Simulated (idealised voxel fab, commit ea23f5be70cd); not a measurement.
Process module under the name voxel wiring stack
Section shown: cut. Width: 300 nm. Cell size: 5 nm, square.
In what follows, cross-sections appear as grids of square cells, described through bands that run from the top down, where every band is one or more rows of cells.
First you get the band's top height and its bottom height, in nm, and then the materials it's made of, left to right, with each width in nm. If you see a single material with "everywhere", that one covers the band edge to edge. "empty" is empty space.
Height is counted from the level 0, under which the received wafer is composed throughout of one material. The lowest of the bands is not closed at the bottom but continues downward, in the notation "z 0 and below".
Per-row width for "30..40": begins at first number (top row of band), ends at second number (bottom row), increment between rows held constant.
Any step labelled "nothing altered" changed none of the cells in the cross-section.
Heads up: "Fully sealed cavities" only lists the empty pockets with no open path to the top that are 8 cells or more, and it writes them as width x height at distance, distance from the left edge, in nm.
after a step's settings: what the simulator itself notes on the step
overlay nm: right-of-plan distance of the mask on a masked step; negative values mean left-of-plan.
Each pair of cross-sections that follows straddles one process step: the one shows the state before the step, the other the state after it, down to the lowest band that changed and no further. The step in question, and its settings, are given under the pair. Note that a pair is not necessarily a continuation of the pair above it, since pairs can come from different runs of this module on the same starting wafer; it is a continuation only where its entry headed "Incoming structure" says so.
Incoming structure
- z 115 to 105  65 of SiO2  5 of TiN  20 of Cu  5 of TiN  15 of SiO2  5 of TiN  20 of Cu  5 of TiN  15 of SiO2  5 of TiN  20 of Cu  5 of TiN  15 of SiO2  5 of TiN  20 of Cu  5 of TiN  70 of SiO2
- z 105 to 100  65 of SiO2  5 of TiN  5 of Cu  20 of TiN  15 of SiO2  5 of TiN  5 of Cu  20 of TiN  15 of SiO2  5 of TiN  5 of Cu  20 of TiN  15 of SiO2  5 of TiN  5 of Cu  20 of TiN  70 of SiO2
- z 100 to 85  65 of SiO2  5 of TiN  5 of Cu  5 of TiN  30 of SiO2  5 of TiN  5 of Cu  5 of TiN  30 of SiO2  5 of TiN  5 of Cu  5 of TiN  30 of SiO2  5 of TiN  5 of Cu  5 of TiN  85 of SiO2
- z 85 to 80  65 of SiCN  15 of TiN  30 of SiCN  15 of TiN  30 of SiCN  15 of TiN  30 of SiCN  15 of TiN  85 of SiCN
- z 80 to 70  65 of lowk  5 of TiN  20 of Cu  5 of TiN  15 of lowk  5 of TiN  20 of Cu  5 of TiN  15 of lowk  5 of TiN  20 of Cu  5 of TiN  15 of lowk  5 of TiN  20 of Cu  5 of TiN  70 of lowk
- z 70 to 65  65 of lowk  5 of TiN  5 of Cu  20 of TiN  15 of lowk  5 of TiN  5 of Cu  20 of TiN  15 of lowk  5 of TiN  5 of Cu  20 of TiN  15 of lowk  5 of TiN  5 of Cu  20 of TiN  70 of lowk
- z 65 to 50  65 of lowk  5 of TiN  5 of Cu  5 of TiN  30 of lowk  5 of TiN  5 of Cu  5 of TiN  30 of lowk  5 of TiN  5 of Cu  5 of TiN  30 of lowk  5 of TiN  5 of Cu  5 of TiN  85 of lowk
- z 50 to 45  65 of SiCN  15 of TiN  30 of SiCN  15 of TiN  30 of SiCN  15 of TiN  30 of SiCN  15 of TiN  85 of SiCN
- z 45 to 40  60 of lowk  40 of SiN  5 of lowk  40 of SiN  5 of lowk  40 of SiN  5 of lowk  40 of SiN  65 of lowk
- z 40 to 20  60 of lowk  5 of SiN  30 of Ru  5 of SiN  5 of lowk  5 of SiN  30 of Ru  5 of SiN  5 of lowk  5 of SiN  30 of Ru  5 of SiN  5 of lowk  5 of SiN  30 of Ru  5 of SiN  65 of lowk
- z 20 to 15  65 of SiN  30 of Ru  15 of SiN  30 of Ru  15 of SiN  30 of Ru  15 of SiN  30 of Ru  70 of SiN
- z 15 to 0  SiO2 everywhere
- z 0 and below  Si everywhere
- Fully sealed cavities: none
After
- z 120 to 115  SiN everywhere
- Rest of section, below 115: as before.
- Fully sealed cavities: none
The two cross-sections above are separated by a single process step, namely CONFORMAL_DEP,material SiN,thk nm 5
Incoming structure
- z 15 to 0  SiO2 everywhere
- z 0 and below  Si everywhere
- Fully sealed cavities: none
After
- z 30 to 0  SiO2 everywhere
- Rest of section, below 0: as before.
- Fully sealed cavities: none
The two cross-sections above are separated by a single process step, namely CONFORMAL_DEP,material SiO2,thk nm 15
Incoming structure: the pre-step structure is the one depicted after the step in the pair just above.
After
- z 35 to 30  TiN everywhere
- Rest of section, below 30: as before.
- Fully sealed cavities: none
The two cross-sections above are separated by a single process step, namely DIRECTIONAL_DEP,material TiN,thk nm 5
Incoming structure: the pre-step structure is the one depicted after the step in the pair just above.
After
- z 60 to 35  Ru everywhere
- Rest of section, below 35: as before.
- Fully sealed cavities: none
The two cross-sections above are separated by a single process step, namely DIRECTIONAL_DEP,material Ru,thk nm 25
Incoming structure: the pre-step structure is the one depicted after the step in the pair just above.
After
- z 80 to 60  65 of empty  30 of resist  15 of empty  30 of resist  15 of empty  30 of resist  15 of empty  30 of resist  70 of empty
- Rest of section, below 60: as before.
- Fully sealed cavities: none
The two cross-sections above are separated by a single process step, namely PATTERN,tone cover,mask id METAL_1,material resist,width nm 30,pitch nm 45,thk nm 20,overlay nm 0
Incoming structure: the pre-step structure is the one depicted after the step in the pair just above.
After
- z 80 to 60  65 of empty  30 of resist  15 of empty  30 of resist  15 of empty  30 of resist  15 of empty  30 of resist  70 of empty
- z 60 to 35  65 of empty  30 of Ru  15 of empty  30 of Ru  15 of empty  30 of Ru  15 of empty  30 of Ru  70 of empty
- Rest of section, below 35: as before.
- Fully sealed cavities: none
The two cross-sections above are separated by a single process step, namely DIRECTIONAL_ETCH,etch materials Ru,depth nm 25
Incoming structure: the pre-step structure is the one depicted after the step in the pair just above.
After
- z 80 to 60  65 of empty  30 of resist  15 of empty  30 of resist  15 of empty  30 of resist  15 of empty  30 of resist  70 of empty
- z 60 to 35  65 of empty  30 of Ru  15 of empty  30 of Ru  15 of empty  30 of Ru  15 of empty  30 of Ru  70 of empty
- z 35 to 30  65 of empty  30 of TiN  15 of empty  30 of TiN  15 of empty  30 of TiN  15 of empty  30 of TiN  70 of empty
- Rest of section, below 30: as before.
- Fully sealed cavities: none
The two cross-sections above are separated by a single process step, namely DIRECTIONAL_ETCH,etch materials TiN,depth nm 5
Incoming structure: the pre-step structure is the one depicted after the step in the pair just above.
After
- z 60 to 35  65 of empty  30 of Ru  15 of empty  30 of Ru  15 of empty  30 of Ru  15 of empty  30 of Ru  70 of empty
- Rest of section, below 35: as before.
- Fully sealed cavities: none
The two cross-sections above are separated by a single process step, namely STRIP,etch materials resist
Incoming structure: the pre-step structure is the one depicted after the step in the pair just above.
After
- z 65 to 60  60 of empty  40 of SiN  5 of empty  40 of SiN  5 of empty  40 of SiN  5 of empty  40 of SiN  65 of empty
- z 60 to 35  60 of empty  5 of SiN  30 of Ru  5 of SiN  5 of empty  5 of SiN  30 of Ru  5 of SiN  5 of empty  5 of SiN  30 of Ru  5 of SiN  5 of empty  5 of SiN  30 of Ru  5 of SiN  65 of empty
- z 35 to 30  65 of SiN  30 of TiN  15 of SiN  30 of TiN  15 of SiN  30 of TiN  15 of SiN  30 of TiN  70 of SiN
- Rest of section, below 30: as before.
- Fully sealed cavities: none
The two cross-sections above are separated by a single process step, namely CONFORMAL_DEP,material SiN,thk nm 5
Incoming structure: the pre-step structure is the one depicted after the step in the pair just above.
After
- z 75 to 65  lowk everywhere
- z 65 to 60  60 of lowk  40 of SiN  5 of lowk  40 of SiN  5 of lowk  40 of SiN  5 of lowk  40 of SiN  65 of lowk
- z 60 to 35  60 of lowk  5 of SiN  30 of Ru  5 of SiN  5 of lowk  5 of SiN  30 of Ru  5 of SiN  5 of lowk  5 of SiN  30 of Ru  5 of SiN  5 of lowk  5 of SiN  30 of Ru  5 of SiN  65 of lowk
- Rest of section, below 35: as before.
- Fully sealed cavities: none
The two cross-sections above are separated by a single process step, namely FILL_DEP,material lowk,thk nm 10
Incoming structure: the pre-step structure is the one depicted after the step in the pair just above.
After
- z 45 to 35  60 of lowk  5 of SiN  30 of Ru  5 of SiN  5 of lowk  5 of SiN  30 of Ru  5 of SiN  5 of lowk  5 of SiN  30 of Ru  5 of SiN  5 of lowk  5 of SiN  30 of Ru  5 of SiN  65 of lowk
- Rest of section, below 35: as before.
- Fully sealed cavities: none
The two cross-sections above are separated by a single process step, namely CMP,height nm 45
Incoming structure: the pre-step structure is the one depicted after the step in the pair just above.
After
- z 50 to 45  SiCN everywhere
- Rest of section, below 45: as before.
- Fully sealed cavities: none
The two cross-sections above are separated by a single process step, namely CONFORMAL_DEP,material SiCN,thk nm 5
Incoming structure: the pre-step structure is the one depicted after the step in the pair just above.
After
- z 80 to 50  lowk everywhere
- Rest of section, below 50: as before.
- Fully sealed cavities: none
The two cross-sections above are separated by a single process step, namely DIRECTIONAL_DEP,material lowk,thk nm 30
Incoming structure: the pre-step structure is the one depicted after the step in the pair just above.
After
- z 80 to 50  65 of lowk  15 of empty  30 of lowk  15 of empty  30 of lowk  15 of empty  30 of lowk  15 of empty  85 of lowk
- Rest of section, below 50: as before.
- Fully sealed cavities: none
The two cross-sections above are separated by a single process step, namely MASKED_ETCH,tone open,mask id METAL_2_HOLES,width nm 15,pitch nm 45,etch materials lowk,depth nm 30,overlay nm 0
Incoming structure: the pre-step structure is the one depicted after the step in the pair just above.
After
- z 80 to 65  65 of lowk  30 of empty  15 of lowk  30 of empty  15 of lowk  30 of empty  15 of lowk  30 of empty  70 of lowk
- Rest of section, below 65: as before.
- Fully sealed cavities: none
The two cross-sections above are separated by a single process step, namely MASKED_ETCH,tone open,mask id METAL_2,width nm 30,pitch nm 45,etch materials lowk,depth nm 15,overlay nm 0
Incoming structure: the pre-step structure is the one depicted after the step in the pair just above.
After
- z 80 to 65  65 of lowk  30 of empty  15 of lowk  30 of empty  15 of lowk  30 of empty  15 of lowk  30 of empty  70 of lowk
- z 65 to 50  65 of lowk  15 of empty  30 of lowk  15 of empty  30 of lowk  15 of empty  30 of lowk  15 of empty  85 of lowk
- z 50 to 45  65 of SiCN  15 of empty  30 of SiCN  15 of empty  30 of SiCN  15 of empty  30 of SiCN  15 of empty  85 of SiCN
- Rest of section, below 45: as before.
- Fully sealed cavities: none
The two cross-sections above are separated by a single process step, namely MASKED_ETCH,tone open,mask id METAL_2,width nm 30,pitch nm 45,etch materials SiCN,depth nm 5,overlay nm 0
Incoming structure: the pre-step structure is the one depicted after the step in the pair just above.
After
- z 85 to 80  70 of TiN  20 of empty  25 of TiN  20 of empty  25 of TiN  20 of empty  25 of TiN  20 of empty  75 of TiN
- z 80 to 70  65 of lowk  5 of TiN  20 of empty  5 of TiN  15 of lowk  5 of TiN  20 of empty  5 of TiN  15 of lowk  5 of TiN  20 of empty  5 of TiN  15 of lowk  5 of TiN  20 of empty  5 of TiN  70 of lowk
- z 70 to 65  65 of lowk  5 of TiN  5 of empty  20 of TiN  15 of lowk  5 of TiN  5 of empty  20 of TiN  15 of lowk  5 of TiN  5 of empty  20 of TiN  15 of lowk  5 of TiN  5 of empty  20 of TiN  70 of lowk
- z 65 to 50  65 of lowk  5 of TiN  5 of empty  5 of TiN  30 of lowk  5 of TiN  5 of empty  5 of TiN  30 of lowk  5 of TiN  5 of empty  5 of TiN  30 of lowk  5 of TiN  5 of empty  5 of TiN  85 of lowk
- z 50 to 45  65 of SiCN  15 of TiN  30 of SiCN  15 of TiN  30 of SiCN  15 of TiN  30 of SiCN  15 of TiN  85 of SiCN
- Rest of section, below 45: as before.
- Fully sealed cavities: none
The two cross-sections above are separated by a single process step, namely CONFORMAL_DEP,material TiN,thk nm 5
Incoming structure: the pre-step structure is the one depicted after the step in the pair just above.
After
- z 95 to 85  Cu everywhere
- z 85 to 80  70 of TiN  20 of Cu  25 of TiN  20 of Cu  25 of TiN  20 of Cu  25 of TiN  20 of Cu  75 of TiN
- z 80 to 70  65 of lowk  5 of TiN  20 of Cu  5 of TiN  15 of lowk  5 of TiN  20 of Cu  5 of TiN  15 of lowk  5 of TiN  20 of Cu  5 of TiN  15 of lowk  5 of TiN  20 of Cu  5 of TiN  70 of lowk
- z 70 to 65  65 of lowk  5 of TiN  5 of Cu  20 of TiN  15 of lowk  5 of TiN  5 of Cu  20 of TiN  15 of lowk  5 of TiN  5 of Cu  20 of TiN  15 of lowk  5 of TiN  5 of Cu  20 of TiN  70 of lowk
- z 65 to 50  65 of lowk  5 of TiN  5 of Cu  5 of TiN  30 of lowk  5 of TiN  5 of Cu  5 of TiN  30 of lowk  5 of TiN  5 of Cu  5 of TiN  30 of lowk  5 of TiN  5 of Cu  5 of TiN  85 of lowk
- Rest of section, below 50: as before.
- Fully sealed cavities: none
The two cross-sections above are separated by a single process step, namely FILL_DEP,material Cu,thk nm 10
Incoming structure: the pre-step structure is the one depicted after the step in the pair just above.
After
- z 80 to 70  65 of lowk  5 of TiN  20 of Cu  5 of TiN  15 of lowk  5 of TiN  20 of Cu  5 of TiN  15 of lowk  5 of TiN  20 of Cu  5 of TiN  15 of lowk  5 of TiN  20 of Cu  5 of TiN  70 of lowk
- Rest of section, below 70: as before.
- Fully sealed cavities: none
The two cross-sections above are separated by a single process step, namely CMP,height nm 80
Incoming structure: the pre-step structure is the one depicted after the step in the pair just above.
After
- z 85 to 80  SiCN everywhere
- Rest of section, below 80: as before.
- Fully sealed cavities: none
The two cross-sections above are separated by a single process step, namely CONFORMAL_DEP,material SiCN,thk nm 5
Incoming structure: the pre-step structure is the one depicted after the step in the pair just above.
After
- z 115 to 85  SiO2 everywhere
- Rest of section, below 85: as before.
- Fully sealed cavities: none
The two cross-sections above are separated by a single process step, namely DIRECTIONAL_DEP,material SiO2,thk nm 30
Incoming structure: the pre-step structure is the one depicted after the step in the pair just above.
After
- z 135 to 115  65 of resist  30 of empty  15 of resist  30 of empty  15 of resist  30 of empty  15 of resist  30 of empty  70 of resist
- Rest of section, below 115: as before.
- Fully sealed cavities: none
The two cross-sections above are separated by a single process step, namely PATTERN,tone open,mask id METAL_3,material resist,width nm 30,pitch nm 45,thk nm 20,overlay nm 0
Incoming structure: the pre-step structure is the one depicted after the step in the pair just above.
After
- z 135 to 115  65 of resist  30 of empty  15 of resist  30 of empty  15 of resist  30 of empty  15 of resist  30 of empty  70 of resist
- z 115 to 100  65 of SiO2  30 of empty  15 of SiO2  30 of empty  15 of SiO2  30 of empty  15 of SiO2  30 of empty  70 of SiO2
- Rest of section, below 100: as before.
- Fully sealed cavities: none
The two cross-sections above are separated by a single process step, namely DIRECTIONAL_ETCH,etch materials SiO2,depth nm 15
Incoming structure: the pre-step structure is the one depicted after the step in the pair just above.
After
- z 115 to 100  65 of SiO2  30 of empty  15 of SiO2  30 of empty  15 of SiO2  30 of empty  15 of SiO2  30 of empty  70 of SiO2
- Rest of section, below 100: as before.
- Fully sealed cavities: none
The two cross-sections above are separated by a single process step, namely STRIP,etch materials resist
Incoming structure: the pre-step structure is the one depicted after the step in the pair just above.
After
- z 115 to 100  65 of SiO2  30 of empty  15 of SiO2  30 of empty  15 of SiO2  30 of empty  15 of SiO2  30 of empty  70 of SiO2
- z 100 to 85  65 of SiO2  15 of empty  30 of SiO2  15 of empty  30 of SiO2  15 of empty  30 of SiO2  15 of empty  85 of SiO2
- Rest of section, below 85: as before.
- Fully sealed cavities: none
The two cross-sections above are separated by a single process step, namely MASKED_ETCH,tone open,mask id METAL_3_HOLES,width nm 15,pitch nm 45,etch materials SiO2,depth nm 15,overlay nm 0
Incoming structure: the pre-step structure is the one depicted after the step in the pair just above.
After
- z 115 to 100  65 of SiO2  30 of empty  15 of SiO2  30 of empty  15 of SiO2  30 of empty  15 of SiO2  30 of empty  70 of SiO2
- z 100 to 85  65 of SiO2  15 of empty  30 of SiO2  15 of empty  30 of SiO2  15 of empty  30 of SiO2  15 of empty  85 of SiO2
- z 85 to 80  65 of SiCN  15 of empty  30 of SiCN  15 of empty  30 of SiCN  15 of empty  30 of SiCN  15 of empty  85 of SiCN
- Rest of section, below 80: as before.
- Fully sealed cavities: none
The two cross-sections above are separated by a single process step, namely MASKED_ETCH,tone open,mask id METAL_3_HOLES,width nm 15,pitch nm 45,etch materials SiCN,depth nm 5,overlay nm 0
Incoming structure: the pre-step structure is the one depicted after the step in the pair just above.
After
- z 120 to 115  70 of TiN  20 of empty  25 of TiN  20 of empty  25 of TiN  20 of empty  25 of TiN  20 of empty  75 of TiN
- z 115 to 105  65 of SiO2  5 of TiN  20 of empty  5 of TiN  15 of SiO2  5 of TiN  20 of empty  5 of TiN  15 of SiO2  5 of TiN  20 of empty  5 of TiN  15 of SiO2  5 of TiN  20 of empty  5 of TiN  70 of SiO2
- z 105 to 100  65 of SiO2  5 of TiN  5 of empty  20 of TiN  15 of SiO2  5 of TiN  5 of empty  20 of TiN  15 of SiO2  5 of TiN  5 of empty  20 of TiN  15 of SiO2  5 of TiN  5 of empty  20 of TiN  70 of SiO2
- z 100 to 85  65 of SiO2  5 of TiN  5 of empty  5 of TiN  30 of SiO2  5 of TiN  5 of empty  5 of TiN  30 of SiO2  5 of TiN  5 of empty  5 of TiN  30 of SiO2  5 of TiN  5 of empty  5 of TiN  85 of SiO2
- z 85 to 80  65 of SiCN  15 of TiN  30 of SiCN  15 of TiN  30 of SiCN  15 of TiN  30 of SiCN  15 of TiN  85 of SiCN
- Rest of section, below 80: as before.
- Fully sealed cavities: none
The two cross-sections above are separated by a single process step, namely CONFORMAL_DEP,material TiN,thk nm 5
Incoming structure: the pre-step structure is the one depicted after the step in the pair just above.
After
- z 130 to 120  Cu everywhere
- z 120 to 115  70 of TiN  20 of Cu  25 of TiN  20 of Cu  25 of TiN  20 of Cu  25 of TiN  20 of Cu  75 of TiN
- z 115 to 105  65 of SiO2  5 of TiN  20 of Cu  5 of TiN  15 of SiO2  5 of TiN  20 of Cu  5 of TiN  15 of SiO2  5 of TiN  20 of Cu  5 of TiN  15 of SiO2  5 of TiN  20 of Cu  5 of TiN  70 of SiO2
- z 105 to 100  65 of SiO2  5 of TiN  5 of Cu  20 of TiN  15 of SiO2  5 of TiN  5 of Cu  20 of TiN  15 of SiO2  5 of TiN  5 of Cu  20 of TiN  15 of SiO2  5 of TiN  5 of Cu  20 of TiN  70 of SiO2
- z 100 to 85  65 of SiO2  5 of TiN  5 of Cu  5 of TiN  30 of SiO2  5 of TiN  5 of Cu  5 of TiN  30 of SiO2  5 of TiN  5 of Cu  5 of TiN  30 of SiO2  5 of TiN  5 of Cu  5 of TiN  85 of SiO2
- Rest of section, below 85: as before.
- Fully sealed cavities: none
The two cross-sections above are separated by a single process step, namely FILL_DEP,material Cu,thk nm 10
Incoming structure: the pre-step structure is the one depicted after the step in the pair just above.
After
- z 115 to 105  65 of SiO2  5 of TiN  20 of Cu  5 of TiN  15 of SiO2  5 of TiN  20 of Cu  5 of TiN  15 of SiO2  5 of TiN  20 of Cu  5 of TiN  15 of SiO2  5 of TiN  20 of Cu  5 of TiN  70 of SiO2
- Rest of section, below 105: as before.
- Fully sealed cavities: none
The two cross-sections above are separated by a single process step, namely CMP,height nm 115
Incoming structure: the pre-step structure is the one depicted after the step in the pair just above.
After
- z 120 to 115  SiN everywhere
- Rest of section, below 115: as before.
- Fully sealed cavities: none
The two cross-sections above are separated by a single process step, namely CONFORMAL_DEP,material SiN,thk nm 5
Incoming structure
- z 0 and below  Si everywhere
- Fully sealed cavities: none
After
- z 5 to 0  TiN everywhere
- Rest of section, below 0: as before.
- Fully sealed cavities: none
The two cross-sections above are separated by a single process step, namely DIRECTIONAL_DEP,material TiN,thk nm 5
Incoming structure: the pre-step structure is the one depicted after the step in the pair just above.
After
- z 20 to 5  SiO2 everywhere
- Rest of section, below 5: as before.
- Fully sealed cavities: none
The two cross-sections above are separated by a single process step, namely CONFORMAL_DEP,material SiO2,thk nm 15
Incoming structure: the pre-step structure is the one depicted after the step in the pair just above.
After
- z 45 to 20  Ru everywhere
- Rest of section, below 20: as before.
- Fully sealed cavities: none
The two cross-sections above are separated by a single process step, namely DIRECTIONAL_DEP,material Ru,thk nm 25
Incoming structure: the pre-step structure is the one depicted after the step in the pair just above.
After
- z 65 to 45  65 of empty  30 of resist  15 of empty  30 of resist  15 of empty  30 of resist  15 of empty  30 of resist  70 of empty
- Rest of section, below 45: as before.
- Fully sealed cavities: none
The two cross-sections above are separated by a single process step, namely PATTERN,tone cover,mask id METAL_1,material resist,width nm 30,pitch nm 45,thk nm 20,overlay nm 0
Incoming structure: the pre-step structure is the one depicted after the step in the pair just above.
After
- z 65 to 45  65 of empty  30 of resist  15 of empty  30 of resist  15 of empty  30 of resist  15 of empty  30 of resist  70 of empty
- z 45 to 20  65 of empty  30 of Ru  15 of empty  30 of Ru  15 of empty  30 of Ru  15 of empty  30 of Ru  70 of empty
- Rest of section, below 20: as before.
- Fully sealed cavities: none
The two cross-sections above are separated by a single process step, namely DIRECTIONAL_ETCH,etch materials Ru,depth nm 25
Incoming structure: the pre-step structure is the one depicted after the step in the pair just above.
After
- z 45 to 20  65 of empty  30 of Ru  15 of empty  30 of Ru  15 of empty  30 of Ru  15 of empty  30 of Ru  70 of empty
- Rest of section, below 20: as before.
- Fully sealed cavities: none
The two cross-sections above are separated by a single process step, namely STRIP,etch materials resist
Incoming structure: the pre-step structure is the one depicted after the step in the pair just above.
After
- z 50 to 45  60 of empty  40 of SiN  5 of empty  40 of SiN  5 of empty  40 of SiN  5 of empty  40 of SiN  65 of empty
- z 45 to 25  60 of empty  5 of SiN  30 of Ru  5 of SiN  5 of empty  5 of SiN  30 of Ru  5 of SiN  5 of empty  5 of SiN  30 of Ru  5 of SiN  5 of empty  5 of SiN  30 of Ru  5 of SiN  65 of empty
- z 25 to 20  65 of SiN  30 of Ru  15 of SiN  30 of Ru  15 of SiN  30 of Ru  15 of SiN  30 of Ru  70 of SiN
- Rest of section, below 20: as before.
- Fully sealed cavities: none
The two cross-sections above are separated by a single process step, namely CONFORMAL_DEP,material SiN,thk nm 5
Incoming structure: the pre-step structure is the one depicted after the step in the pair just above.
After
- z 60 to 50  lowk everywhere
- z 50 to 45  60 of lowk  40 of SiN  5 of lowk  40 of SiN  5 of lowk  40 of SiN  5 of lowk  40 of SiN  65 of lowk
- z 45 to 25  60 of lowk  5 of SiN  30 of Ru  5 of SiN  5 of lowk  5 of SiN  30 of Ru  5 of SiN  5 of lowk  5 of SiN  30 of Ru  5 of SiN  5 of lowk  5 of SiN  30 of Ru  5 of SiN  65 of lowk
- Rest of section, below 25: as before.
- Fully sealed cavities: none
The two cross-sections above are separated by a single process step, namely FILL_DEP,material lowk,thk nm 10
Incoming structure: the pre-step structure is the one depicted after the step in the pair just above.
After
- z 45 to 25  60 of lowk  5 of SiN  30 of Ru  5 of SiN  5 of lowk  5 of SiN  30 of Ru  5 of SiN  5 of lowk  5 of SiN  30 of Ru  5 of SiN  5 of lowk  5 of SiN  30 of Ru  5 of SiN  65 of lowk
- Rest of section, below 25: as before.
- Fully sealed cavities: none
The two cross-sections above are separated by a single process step, namely CMP,height nm 45
Incoming structure: the pre-step structure is the one depicted after the step in the pair just above.
After
- z 50 to 45  SiCN everywhere
- Rest of section, below 45: as before.
- Fully sealed cavities: none
The two cross-sections above are separated by a single process step, namely CONFORMAL_DEP,material SiCN,thk nm 5
Incoming structure: the pre-step structure is the one depicted after the step in the pair just above.
After
- z 80 to 50  lowk everywhere
- Rest of section, below 50: as before.
- Fully sealed cavities: none
The two cross-sections above are separated by a single process step, namely DIRECTIONAL_DEP,material lowk,thk nm 30
Incoming structure: the pre-step structure is the one depicted after the step in the pair just above.
After
- z 80 to 50  65 of lowk  15 of empty  30 of lowk  15 of empty  30 of lowk  15 of empty  30 of lowk  15 of empty  85 of lowk
- Rest of section, below 50: as before.
- Fully sealed cavities: none
The two cross-sections above are separated by a single process step, namely MASKED_ETCH,tone open,mask id METAL_2_HOLES,width nm 15,pitch nm 45,etch materials lowk,depth nm 30,overlay nm 0
Incoming structure: the pre-step structure is the one depicted after the step in the pair just above.
After
- z 80 to 65  65 of lowk  30 of empty  15 of lowk  30 of empty  15 of lowk  30 of empty  15 of lowk  30 of empty  70 of lowk
- Rest of section, below 65: as before.
- Fully sealed cavities: none
The two cross-sections above are separated by a single process step, namely MASKED_ETCH,tone open,mask id METAL_2,width nm 30,pitch nm 45,etch materials lowk,depth nm 15,overlay nm 0
Incoming structure: the pre-step structure is the one depicted after the step in the pair just above.
After
- z 80 to 65  65 of lowk  30 of empty  15 of lowk  30 of empty  15 of lowk  30 of empty  15 of lowk  30 of empty  70 of lowk
- z 65 to 50  65 of lowk  15 of empty  30 of lowk  15 of empty  30 of lowk  15 of empty  30 of lowk  15 of empty  85 of lowk
- z 50 to 45  65 of SiCN  15 of empty  30 of SiCN  15 of empty  30 of SiCN  15 of empty  30 of SiCN  15 of empty  85 of SiCN
- Rest of section, below 45: as before.
- Fully sealed cavities: none
The two cross-sections above are separated by a single process step, namely MASKED_ETCH,tone open,mask id METAL_2,width nm 30,pitch nm 45,etch materials SiCN,depth nm 5,overlay nm 0
Incoming structure: the pre-step structure is the one depicted after the step in the pair just above.
After
- z 85 to 80  70 of TiN  20 of empty  25 of TiN  20 of empty  25 of TiN  20 of empty  25 of TiN  20 of empty  75 of TiN
- z 80 to 70  65 of lowk  5 of TiN  20 of empty  5 of TiN  15 of lowk  5 of TiN  20 of empty  5 of TiN  15 of lowk  5 of TiN  20 of empty  5 of TiN  15 of lowk  5 of TiN  20 of empty  5 of TiN  70 of lowk
- z 70 to 65  65 of lowk  5 of TiN  5 of empty  20 of TiN  15 of lowk  5 of TiN  5 of empty  20 of TiN  15 of lowk  5 of TiN  5 of empty  20 of TiN  15 of lowk  5 of TiN  5 of empty  20 of TiN  70 of lowk
- z 65 to 50  65 of lowk  5 of TiN  5 of empty  5 of TiN  30 of lowk  5 of TiN  5 of empty  5 of TiN  30 of lowk  5 of TiN  5 of empty  5 of TiN  30 of lowk  5 of TiN  5 of empty  5 of TiN  85 of lowk
- z 50 to 45  65 of SiCN  15 of TiN  30 of SiCN  15 of TiN  30 of SiCN  15 of TiN  30 of SiCN  15 of TiN  85 of SiCN
- Rest of section, below 45: as before.
- Fully sealed cavities: none
The two cross-sections above are separated by a single process step, namely CONFORMAL_DEP,material TiN,thk nm 5
Incoming structure: the pre-step structure is the one depicted after the step in the pair just above.
After
- z 95 to 85  Cu everywhere
- z 85 to 80  70 of TiN  20 of Cu  25 of TiN  20 of Cu  25 of TiN  20 of Cu  25 of TiN  20 of Cu  75 of TiN
- z 80 to 70  65 of lowk  5 of TiN  20 of Cu  5 of TiN  15 of lowk  5 of TiN  20 of Cu  5 of TiN  15 of lowk  5 of TiN  20 of Cu  5 of TiN  15 of lowk  5 of TiN  20 of Cu  5 of TiN  70 of lowk
- z 70 to 65  65 of lowk  5 of TiN  5 of Cu  20 of TiN  15 of lowk  5 of TiN  5 of Cu  20 of TiN  15 of lowk  5 of TiN  5 of Cu  20 of TiN  15 of lowk  5 of TiN  5 of Cu  20 of TiN  70 of lowk
- z 65 to 50  65 of lowk  5 of TiN  5 of Cu  5 of TiN  30 of lowk  5 of TiN  5 of Cu  5 of TiN  30 of lowk  5 of TiN  5 of Cu  5 of TiN  30 of lowk  5 of TiN  5 of Cu  5 of TiN  85 of lowk
- Rest of section, below 50: as before.
- Fully sealed cavities: none
The two cross-sections above are separated by a single process step, namely FILL_DEP,material Cu,thk nm 10
Incoming structure: the pre-step structure is the one depicted after the step in the pair just above.
After
- z 80 to 70  65 of lowk  5 of TiN  20 of Cu  5 of TiN  15 of lowk  5 of TiN  20 of Cu  5 of TiN  15 of lowk  5 of TiN  20 of Cu  5 of TiN  15 of lowk  5 of TiN  20 of Cu  5 of TiN  70 of lowk
- Rest of section, below 70: as before.
- Fully sealed cavities: none
The two cross-sections above are separated by a single process step, namely CMP,height nm 80
Incoming structure: the pre-step structure is the one depicted after the step in the pair just above.
After
- z 85 to 80  SiCN everywhere
- Rest of section, below 80: as before.
- Fully sealed cavities: none
The two cross-sections above are separated by a single process step, namely CONFORMAL_DEP,material SiCN,thk nm 5
Incoming structure: the pre-step structure is the one depicted after the step in the pair just above.
After
- z 115 to 85  SiO2 everywhere
- Rest of section, below 85: as before.
- Fully sealed cavities: none
The two cross-sections above are separated by a single process step, namely DIRECTIONAL_DEP,material SiO2,thk nm 30
Incoming structure: the pre-step structure is the one depicted after the step in the pair just above.
After
- z 135 to 115  65 of resist  30 of empty  15 of resist  30 of empty  15 of resist  30 of empty  15 of resist  30 of empty  70 of resist
- Rest of section, below 115: as before.
- Fully sealed cavities: none
The two cross-sections above are separated by a single process step, namely PATTERN,tone open,mask id METAL_3,material resist,width nm 30,pitch nm 45,thk nm 20,overlay nm 0
Incoming structure: the pre-step structure is the one depicted after the step in the pair just above.
After
- z 135 to 115  65 of resist  30 of empty  15 of resist  30 of empty  15 of resist  30 of empty  15 of resist  30 of empty  70 of resist
- z 115 to 100  65 of SiO2  30 of empty  15 of SiO2  30 of empty  15 of SiO2  30 of empty  15 of SiO2  30 of empty  70 of SiO2
- Rest of section, below 100: as before.
- Fully sealed cavities: none
The two cross-sections above are separated by a single process step, namely DIRECTIONAL_ETCH,etch materials SiO2,depth nm 15
Incoming structure: the pre-step structure is the one depicted after the step in the pair just above.
After
- z 115 to 100  65 of SiO2  30 of empty  15 of SiO2  30 of empty  15 of SiO2  30 of empty  15 of SiO2  30 of empty  70 of SiO2
- Rest of section, below 100: as before.
- Fully sealed cavities: none
The two cross-sections above are separated by a single process step, namely STRIP,etch materials resist
Incoming structure: the pre-step structure is the one depicted after the step in the pair just above.
After
- z 115 to 100  65 of SiO2  30 of empty  15 of SiO2  30 of empty  15 of SiO2  30 of empty  15 of SiO2  30 of empty  70 of SiO2
- z 100 to 85  65 of SiO2  15 of empty  30 of SiO2  15 of empty  30 of SiO2  15 of empty  30 of SiO2  15 of empty  85 of SiO2
- Rest of section, below 85: as before.
- Fully sealed cavities: none
The two cross-sections above are separated by a single process step, namely MASKED_ETCH,tone open,mask id METAL_3_HOLES,width nm 15,pitch nm 45,etch materials SiO2,depth nm 15,overlay nm 0
